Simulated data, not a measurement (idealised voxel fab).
The following process module bears the name voxel self aligned vias.
We display cut, a cross-section 260 nm in width whose square cells are each 5 nm.
In this document a cross-section is written as a grid of square cells. It is given as a series of bands, listed from the top down, and a band is one or more rows of cells. Quick guide to a band line: top height, bottom height (nm) up front; then every material left to right with its width in nm. Only one material and it's marked "everywhere"? Then it fills the band edge to edge. And "air" just means empty space. Below 0: as-received wafer, all one material; heights counted from there. Lowest band: no bottom, goes on down, written "from 0 down". A width given as "30 to 40" starts at the first number in the band's top row and ends at the second number in its bottom row, shifting by an equal amount at every step from row to row. "remained unchanged" (step): cross-section cells unchanged, all of them. "Enclosed cavities" means: voids of 8 cells or more that are shut off from the top with no open way through. Written width x height at distance, distance from the left edge, in nm. On each step's line, the part that comes after the settings is the simulator's own comment on the step. Each step line may optionally specify "overlay nm", which for a step with a mask gives the rightward distance between the mask's planned place and where it lay, a negative value indicating the leftward direction.
PLANNED PROCESS STEPS
1: RECEIVE [material Si]
2: CONFORMAL_DEP [material SiO2] [thk nm 15]
3: CONFORMAL_DEP [material SiCN] [thk nm 5]
4: DIRECTIONAL_DEP [material SiO2] [thk nm 30]
5: PATTERN [tone open] [mask id LINES] [material resist] [width nm 30] [pitch nm 60] [thk nm 20] [overlay nm -15]
6: DIRECTIONAL_ETCH [etch materials SiO2] [depth nm 30]
7: STRIP [etch materials resist]
8: CONFORMAL_DEP [material TiN] [thk nm 5]
9: FILL_DEP [material Ru] [thk nm 10]
10: CMP [height nm 50]
11: SELECTIVE_ETCH [etch materials W Ru TiN] [depth nm 5]
12: FILL_DEP [material SiN] [thk nm 10]
13: CMP [height nm 50]
14: DIRECTIONAL_DEP [material SiO2] [thk nm 15]
15: MASKED_ETCH [tone open] [mask id VIAS] [width nm 40] [pitch nm 60] [etch materials SiO2] [depth nm 15] [overlay nm 0]
16: MASKED_ETCH [tone open] [mask id VIAS] [width nm 40] [pitch nm 60] [etch materials SiN] [depth nm 5] [overlay nm 0]
17: CONFORMAL_DEP [material TiN] [thk nm 5]
18: FILL_DEP [material W] [thk nm 10]
19: CMP [height nm 65]
20: CONFORMAL_DEP [material SiCN] [thk nm 5]
All wafers enter the flow in the same state. The overlay nm at step 5 differs from wafer to wafer, and the plan gives the value for the first wafer.
THE FIRST OF SEVERAL WAFERS AS RECEIVED, SHOWN IN CROSS-SECTION; THIS IS ITS STATE AFTER STEP 1
    from 0 down = Si everywhere
    Enclosed cavities: none
BELOW IS A PER-WAFER TABLE. IN IT, EACH ROW DESCRIBES THE WAFER AT THE END OF THE MODULE BY GIVING, FOR EACH MATERIAL, THE NUMBER OF CELLS GAINED (+) OR LOST (-) SINCE THE WAFER WAS RECEIVED, AND AFTER THAT THE CLOSED VOIDS OF THE WAFER
overlay nm -15, +48 Ru, +104 SiCN, +6 SiN, +444 SiO2, +84 TiN, +42 W, Enclosed cavities: none
overlay nm -10, +48 Ru, +104 SiCN, +3 SiN, +444 SiO2, +84 TiN, +45 W, Enclosed cavities: none
overlay nm -5, +48 Ru, +104 SiCN, +444 SiO2, +84 TiN, +48 W, Enclosed cavities: none
overlay nm 0, +48 Ru, +104 SiCN, +444 SiO2, +84 TiN, +48 W, Enclosed cavities: none
overlay nm 5, +48 Ru, +104 SiCN, +444 SiO2, +84 TiN, +48 W, Enclosed cavities: none
overlay nm 10, +48 Ru, +104 SiCN, +3 SiN, +444 SiO2, +84 TiN, +45 W, Enclosed cavities: none
overlay nm 15, +48 Ru, +104 SiCN, +6 SiN, +444 SiO2, +84 TiN, +42 W, Enclosed cavities: none
